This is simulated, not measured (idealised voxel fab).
process module | voxel self aligned vias
The figure presents cross-section cut, which has a width of 235 nm and is divided into square cells with an edge length of 5 nm.
A cross-section in this document is a grid of square cells, and it is written down as bands, the top band listed before the ones below it; a band is made up of one or more rows of cells.
This entry defines a band. It first specifies the height of the band's top and the height of its bottom in nm, and then specifies the band's materials from left to right, stating each material with its width in nm. The word "throughout" identifies a single material that fills the band from edge to edge, while the word "air" identifies empty space.
The level at which height equals 0 is the one under which the wafer, as it arrives, is entirely one material. No lower edge exists for the bottom band, which continues downward and is notated as in "0 and below".
Width "30 to 40": first value at the band's top row of cells, second value at its bottom row, equal change from row to row.
For the purposes of this document, the phrase "no modifications" attached to a step denotes that no cell within the cross-section was modified by that step.
"Cavities, closed" lists enclosed empty spaces (at least 8 cells, no open path upward to the top), each as width x height at distance from the left edge, in nm.
On a step's line, text after the settings is the simulator commenting on that step.
overlay nm: mask right of planned place by this much (step with mask). Neg. = left.
# Listed below are the process steps as planned
1. RECEIVE | material Si
2. CONFORMAL_DEP | material SiO2 | thk nm 10
3. CONFORMAL_DEP | material SiCN | thk nm 5
4. DIRECTIONAL_DEP | material SiO2 | thk nm 30
5. MASKED_ETCH | tone open | mask id LINES | width nm 25 | pitch nm 70 | etch materials SiO2 | depth nm 30 | overlay nm 0
6. CONFORMAL_DEP | material TiN | thk nm 5
7. FILL_DEP | material Ru | thk nm 5
8. CMP | height nm 45
9. SELECTIVE_ETCH | etch materials W Ru TiN | depth nm 10
10. FILL_DEP | material SiN | thk nm 10
11. CMP | height nm 45
12. DIRECTIONAL_DEP | material SiO2 | thk nm 15
13. DIRECTIONAL_DEP | material aC | thk nm 10
14. PATTERN | tone open | mask id VIAS | material resist | width nm 45 | pitch nm 70 | thk nm 30 | overlay nm 0
15. DIRECTIONAL_ETCH | etch materials aC | depth nm 10
16. STRIP | etch materials resist
17. DIRECTIONAL_ETCH | etch materials SiO2 | depth nm 15
18. DIRECTIONAL_ETCH | etch materials SiN | depth nm 10
19. STRIP | etch materials aC
20. CONFORMAL_DEP | material TiN | thk nm 5
21. FILL_DEP | material W | thk nm 10
22. CMP | height nm 60
23. CONFORMAL_DEP | material SiN | thk nm 5
# Cross-sectional view of the wafer in its as-received condition, corresponding to the state after step 1
- 0 and below = Si throughout
- Cavities, closed: none
# First of two wafers at the end of the module, shown in cross-section; run carried out as planned
- 65 down to 60 = SiN throughout
- 60 down to 50 = SiO2 60, then TiN 5, then W 35, then TiN 5, then SiO2 25, then TiN 5, then W 35, then TiN 5, then SiO2 60
- 50 down to 40 = SiO2 60 to 70, then TiN 15 to 5, then W 15, then TiN 15 to 5, then SiO2 25 to 45, then TiN 15 to 5, then W 15, then TiN 15 to 5, then SiO2 60 to 70
- 40 down to 35 = SiO2 70, then TiN 25, then SiO2 45, then TiN 25, then SiO2 70
- 35 down to 20 = SiO2 70, then TiN 5, then Ru 15, then TiN 5, then SiO2 45, then TiN 5, then Ru 15, then TiN 5, then SiO2 70
- 20 down to 15 = SiO2 70, then TiN 25, then SiO2 45, then TiN 25, then SiO2 70
- 15 down to 10 = SiCN throughout
- 10 down to 0 = SiO2 throughout
- 0 and below = Si throughout
- Cavities, closed: none
# Second wafer through the module, sectioned at the end: same beginning and same plan as the first wafer, with one mistake in carrying it out
- 65 down to 60 = SiN throughout
- 60 down to 50 = SiO2 60, then TiN 5, then W 35, then TiN 5, then SiO2 25, then TiN 5, then W 35, then TiN 5, then SiO2 60
- 50 down to 40 = SiO2 60 to 65, then TiN 10 to 5, then W 25, then TiN 10 to 5, then SiO2 25 to 35, then TiN 10 to 5, then W 25, then TiN 10 to 5, then SiO2 60 to 65
- 40 down to 35 = SiO2 65, then TiN 35, then SiO2 35, then TiN 35, then SiO2 65
- 35 down to 20 = SiO2 65, then TiN 5, then Ru 25, then TiN 5, then SiO2 35, then TiN 5, then Ru 25, then TiN 5, then SiO2 65
- 20 down to 15 = SiO2 65, then TiN 35, then SiO2 35, then TiN 35, then SiO2 65
- 15 down to 10 = SiCN throughout
- 10 down to 0 = SiO2 throughout
- 0 and below = Si throughout
- Cavities, closed: none
Diagnosis: for step 5, the planned setting was not used; the step was instead run as MASKED_ETCH | tone open | mask id LINES | width nm 35 | pitch nm 70 | etch materials SiO2 | depth nm 30 | overlay nm 0
Final wafer comparison in cells, second versus first, more or fewer per material: Ru +12 | SiO2 -24 | TiN +4 | W +8
